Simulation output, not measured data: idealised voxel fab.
process module | voxel self aligned vias
Section shown: cut. Width: 205 nm. Cell size: 5 nm, square.
Cross-section layout: square cells on a grid; listed as bands, top to bottom; a band spans one or more cell rows.
Within each band entry, the heights of the top and of the bottom of the band appear first, in that order and in nm; the materials of the band then follow from left to right, each with its corresponding width in nm. The designation "throughout" on a single material indicates that it fills the band from edge to edge; the designation "blank" indicates empty space.
Heads up on the height convention: 0 is the point under which the incoming wafer is all one material, and the lowest band has no bottom, it just keeps going down, like "0 nm and below".
A width such as "30..40" changes by the same amount from each row of cells to the next, from the band's top row to its bottom row.
No cell of the cross-section changed in a step that is given as "left unchanged".
"Cavities, closed" specifies each empty space that is not open to the top and that occupies no fewer than 8 cells, using the form width x height at distance, the distance measured from the left edge and all three quantities in nm.
What comes after the settings on a step's line is commentary from the simulator itself on that step.
For masked steps, "overlay nm" on the step line gives how far right of plan the mask actually lay; a minus sign means it lay to the left.

Listed below are the process steps as planned
1: RECEIVE: material Si
2: CONFORMAL_DEP: material SiO2, thk nm 10
3: CONFORMAL_DEP: material SiCN, thk nm 5
4: DIRECTIONAL_DEP: material SiO2, thk nm 25
5: PATTERN: tone open, mask id LINES, material resist, width nm 20, pitch nm 65, thk nm 20, overlay nm 0
6: DIRECTIONAL_ETCH: etch materials SiO2, depth nm 25
7: STRIP: etch materials resist
8: CONFORMAL_DEP: material TiN, thk nm 5
9: FILL_DEP: material W, thk nm 10
10: CMP: height nm 40
11: SELECTIVE_ETCH: etch materials W Ru TiN, depth nm 5
12: FILL_DEP: material SiN, thk nm 5
13: CMP: height nm 40
14: DIRECTIONAL_DEP: material SiO2, thk nm 20
15: PATTERN: tone open, mask id VIAS, material resist, width nm 40, pitch nm 130, thk nm 20, overlay nm 0
16: DIRECTIONAL_ETCH: etch materials SiO2, depth nm 20
17: DIRECTIONAL_ETCH: etch materials SiN, depth nm 5
18: STRIP: etch materials resist
19: CONFORMAL_DEP: material TiN, thk nm 5
20: FILL_DEP: material Ru, thk nm 5
21: CMP: height nm 60
22: CONFORMAL_DEP: material SiN, thk nm 5

First wafer, as planned

Wafer at receipt (post step 1), cross-section
- 0 nm and below | Si throughout
- Cavities, closed: none

Presented here is a cross-section of the wafer after step 2 has been performed
- 10 nm to 0 nm | SiO2 throughout
- Anything lower than 0 is untouched.

Presented here is a cross-section of the wafer after step 3 has been performed
- 15 nm to 10 nm | SiCN throughout
- Anything lower than 10 is untouched.

Presented here is a cross-section of the wafer after step 4 has been performed
- 40 nm to 15 nm | SiO2 throughout
- Anything lower than 15 is untouched.

Presented here is a cross-section of the wafer after step 5 has been performed
- 60 nm to 40 nm | resist (25); blank (20); resist (45); blank (20); resist (45); blank (20); resist (30)
- Anything lower than 40 is untouched.

Presented here is a cross-section of the wafer after step 6 has been performed
- 60 nm to 40 nm | resist (25); blank (20); resist (45); blank (20); resist (45); blank (20); resist (30)
- 40 nm to 15 nm | SiO2 (25); blank (20); SiO2 (45); blank (20); SiO2 (45); blank (20); SiO2 (30)
- Anything lower than 15 is untouched.

Presented here is a cross-section of the wafer after step 7 has been performed
- 40 nm to 15 nm | SiO2 (25); blank (20); SiO2 (45); blank (20); SiO2 (45); blank (20); SiO2 (30)
- Anything lower than 15 is untouched.

Presented here is a cross-section of the wafer after step 8 has been performed
- 45 nm to 40 nm | TiN (30); blank (10); TiN (55); blank (10); TiN (55); blank (10); TiN (35)
- 40 nm to 20 nm | SiO2 (25); TiN (5); blank (10); TiN (5); SiO2 (45); TiN (5); blank (10); TiN (5); SiO2 (45); TiN (5); blank (10); TiN (5); SiO2 (30)
- 20 nm to 15 nm | SiO2 (25); TiN (20); SiO2 (45); TiN (20); SiO2 (45); TiN (20); SiO2 (30)
- Anything lower than 15 is untouched.

Presented here is a cross-section of the wafer after step 9 has been performed
- 55 nm to 45 nm | W throughout
- 45 nm to 40 nm | TiN (30); W (10); TiN (55); W (10); TiN (55); W (10); TiN (35)
- 40 nm to 20 nm | SiO2 (25); TiN (5); W (10); TiN (5); SiO2 (45); TiN (5); W (10); TiN (5); SiO2 (45); TiN (5); W (10); TiN (5); SiO2 (30)
- Anything lower than 20 is untouched.

Presented here is a cross-section of the wafer after step 10 has been performed
- 40 nm to 20 nm | SiO2 (25); TiN (5); W (10); TiN (5); SiO2 (45); TiN (5); W (10); TiN (5); SiO2 (45); TiN (5); W (10); TiN (5); SiO2 (30)
- Anything lower than 20 is untouched.

Presented here is a cross-section of the wafer after step 11 has been performed
- 40 nm to 35 nm | SiO2 (25); blank (20); SiO2 (45); blank (20); SiO2 (45); blank (20); SiO2 (30)
- Anything lower than 35 is untouched.

Presented here is a cross-section of the wafer after step 12 has been performed
- 45 nm to 40 nm | SiN throughout
- 40 nm to 35 nm | SiO2 (25); SiN (20); SiO2 (45); SiN (20); SiO2 (45); SiN (20); SiO2 (30)
- Anything lower than 35 is untouched.

Presented here is a cross-section of the wafer after step 13 has been performed
- 40 nm to 35 nm | SiO2 (25); SiN (20); SiO2 (45); SiN (20); SiO2 (45); SiN (20); SiO2 (30)
- Anything lower than 35 is untouched.

Presented here is a cross-section of the wafer after step 14 has been performed
- 60 nm to 40 nm | SiO2 throughout
- Anything lower than 40 is untouched.

Presented here is a cross-section of the wafer after step 15 has been performed
- 80 nm to 60 nm | resist (15); blank (40); resist (90); blank (40); resist (20)
- Anything lower than 60 is untouched.

Presented here is a cross-section of the wafer after step 16 has been performed
- 80 nm to 60 nm | resist (15); blank (40); resist (90); blank (40); resist (20)
- 60 nm to 40 nm | SiO2 (15); blank (40); SiO2 (90); blank (40); SiO2 (20)
- Anything lower than 40 is untouched.

Presented here is a cross-section of the wafer after step 17 has been performed
- 80 nm to 60 nm | resist (15); blank (40); resist (90); blank (40); resist (20)
- 60 nm to 40 nm | SiO2 (15); blank (40); SiO2 (90); blank (40); SiO2 (20)
- 40 nm to 35 nm | SiO2 (25); blank (20); SiO2 (45); SiN (20); SiO2 (45); blank (20); SiO2 (30)
- Anything lower than 35 is untouched.

Presented here is a cross-section of the wafer after step 18 has been performed
- 60 nm to 40 nm | SiO2 (15); blank (40); SiO2 (90); blank (40); SiO2 (20)
- Anything lower than 40 is untouched.

Presented here is a cross-section of the wafer after step 19 has been performed
- 65 nm to 60 nm | TiN (20); blank (30); TiN (100); blank (30); TiN (25)
- 60 nm to 45 nm | SiO2 (15); TiN (5); blank (30); TiN (5); SiO2 (90); TiN (5); blank (30); TiN (5); SiO2 (20)
- 45 nm to 40 nm | SiO2 (15); TiN (15); blank (10); TiN (15); SiO2 (90); TiN (15); blank (10); TiN (15); SiO2 (20)
- 40 nm to 35 nm | SiO2 (25); TiN (20); SiO2 (45); SiN (20); SiO2 (45); TiN (20); SiO2 (30)
- Anything lower than 35 is untouched.

Presented here is a cross-section of the wafer after step 20 has been performed
- 70 nm to 65 nm | Ru throughout
- 65 nm to 60 nm | TiN (20); Ru (30); TiN (100); Ru (30); TiN (25)
- 60 nm to 45 nm | SiO2 (15); TiN (5); Ru (30); TiN (5); SiO2 (90); TiN (5); Ru (30); TiN (5); SiO2 (20)
- 45 nm to 40 nm | SiO2 (15); TiN (15); Ru (10); TiN (15); SiO2 (90); TiN (15); Ru (10); TiN (15); SiO2 (20)
- Anything lower than 40 is untouched.

Presented here is a cross-section of the wafer after step 21 has been performed
- 60 nm to 45 nm | SiO2 (15); TiN (5); Ru (30); TiN (5); SiO2 (90); TiN (5); Ru (30); TiN (5); SiO2 (20)
- Anything lower than 45 is untouched.

Presented here is a cross-section of the wafer after step 22 has been performed
- 65 nm to 60 nm | SiN throughout
- Anything lower than 60 is untouched.

Now the other wafer: same start, same recipe, but we messed up one thing when running it. Up to and including step 1 it's the same as the first one

What the second wafer looks like in cross-section when step 2 should have wrapped up: left unchanged

What the second wafer looks like in cross-section when step 3 should have wrapped up
- 5 nm to 0 nm | SiCN throughout
- Anything lower than 0 is untouched.

What the second wafer looks like in cross-section when step 4 should have wrapped up
- 30 nm to 5 nm | SiO2 throughout
- Anything lower than 5 is untouched.

What the second wafer looks like in cross-section when step 5 should have wrapped up
- 50 nm to 30 nm | resist (25); blank (20); resist (45); blank (20); resist (45); blank (20); resist (30)
- Anything lower than 30 is untouched.

What the second wafer looks like in cross-section when step 6 should have wrapped up
- 50 nm to 30 nm | resist (25); blank (20); resist (45); blank (20); resist (45); blank (20); resist (30)
- 30 nm to 5 nm | SiO2 (25); blank (20); SiO2 (45); blank (20); SiO2 (45); blank (20); SiO2 (30)
- Anything lower than 5 is untouched.

What the second wafer looks like in cross-section when step 7 should have wrapped up
- 30 nm to 5 nm | SiO2 (25); blank (20); SiO2 (45); blank (20); SiO2 (45); blank (20); SiO2 (30)
- Anything lower than 5 is untouched.

What the second wafer looks like in cross-section when step 8 should have wrapped up
- 35 nm to 30 nm | TiN (30); blank (10); TiN (55); blank (10); TiN (55); blank (10); TiN (35)
- 30 nm to 10 nm | SiO2 (25); TiN (5); blank (10); TiN (5); SiO2 (45); TiN (5); blank (10); TiN (5); SiO2 (45); TiN (5); blank (10); TiN (5); SiO2 (30)
- 10 nm to 5 nm | SiO2 (25); TiN (20); SiO2 (45); TiN (20); SiO2 (45); TiN (20); SiO2 (30)
- Anything lower than 5 is untouched.

What the second wafer looks like in cross-section when step 9 should have wrapped up
- 45 nm to 35 nm | W throughout
- 35 nm to 30 nm | TiN (30); W (10); TiN (55); W (10); TiN (55); W (10); TiN (35)
- 30 nm to 10 nm | SiO2 (25); TiN (5); W (10); TiN (5); SiO2 (45); TiN (5); W (10); TiN (5); SiO2 (45); TiN (5); W (10); TiN (5); SiO2 (30)
- Anything lower than 10 is untouched.

What the second wafer looks like in cross-section when step 10 should have wrapped up
- 40 nm to 35 nm | W throughout
- Anything lower than 35 is untouched.

What the second wafer looks like in cross-section when step 11 should have wrapped up
- 35 nm to 30 nm | TiN (30); W (10); TiN (55); W (10); TiN (55); W (10); TiN (35)
- Anything lower than 30 is untouched.

What the second wafer looks like in cross-section when step 12 should have wrapped up
- 40 nm to 35 nm | SiN throughout
- Anything lower than 35 is untouched.

What the second wafer looks like in cross-section when step 13 should have wrapped up: left unchanged

What the second wafer looks like in cross-section when step 14 should have wrapped up
- 60 nm to 40 nm | SiO2 throughout
- Anything lower than 40 is untouched.

What the second wafer looks like in cross-section when step 15 should have wrapped up
- 80 nm to 60 nm | resist (15); blank (40); resist (90); blank (40); resist (20)
- Anything lower than 60 is untouched.

What the second wafer looks like in cross-section when step 16 should have wrapped up
- 80 nm to 60 nm | resist (15); blank (40); resist (90); blank (40); resist (20)
- 60 nm to 40 nm | SiO2 (15); blank (40); SiO2 (90); blank (40); SiO2 (20)
- Anything lower than 40 is untouched.

What the second wafer looks like in cross-section when step 17 should have wrapped up
- 80 nm to 60 nm | resist (15); blank (40); resist (90); blank (40); resist (20)
- 60 nm to 40 nm | SiO2 (15); blank (40); SiO2 (90); blank (40); SiO2 (20)
- 40 nm to 35 nm | SiN (15); blank (40); SiN (90); blank (40); SiN (20)
- Anything lower than 35 is untouched.

What the second wafer looks like in cross-section when step 18 should have wrapped up
- 60 nm to 40 nm | SiO2 (15); blank (40); SiO2 (90); blank (40); SiO2 (20)
- Anything lower than 40 is untouched.

What the second wafer looks like in cross-section when step 19 should have wrapped up
- 65 nm to 60 nm | TiN (20); blank (30); TiN (100); blank (30); TiN (25)
- 60 nm to 40 nm | SiO2 (15); TiN (5); blank (30); TiN (5); SiO2 (90); TiN (5); blank (30); TiN (5); SiO2 (20)
- 40 nm to 35 nm | SiN (15); TiN (40); SiN (90); TiN (40); SiN (20)
- Anything lower than 35 is untouched.

What the second wafer looks like in cross-section when step 20 should have wrapped up
- 70 nm to 65 nm | Ru throughout
- 65 nm to 60 nm | TiN (20); Ru (30); TiN (100); Ru (30); TiN (25)
- 60 nm to 40 nm | SiO2 (15); TiN (5); Ru (30); TiN (5); SiO2 (90); TiN (5); Ru (30); TiN (5); SiO2 (20)
- Anything lower than 40 is untouched.

What the second wafer looks like in cross-section when step 21 should have wrapped up
- 60 nm to 40 nm | SiO2 (15); TiN (5); Ru (30); TiN (5); SiO2 (90); TiN (5); Ru (30); TiN (5); SiO2 (20)
- Anything lower than 40 is untouched.

What the second wafer looks like in cross-section when step 22 should have wrapped up
- 65 nm to 60 nm | SiN throughout
- Anything lower than 60 is untouched.
Deviation from plan: step 2 of the plan was jumped over and never run
The final cell counts differ between the wafers, with the second having more or fewer of some materials than the first: 8 more of Ru | 21 more of SiN | 82 fewer of SiO2 | 41 more of TiN | 12 more of W
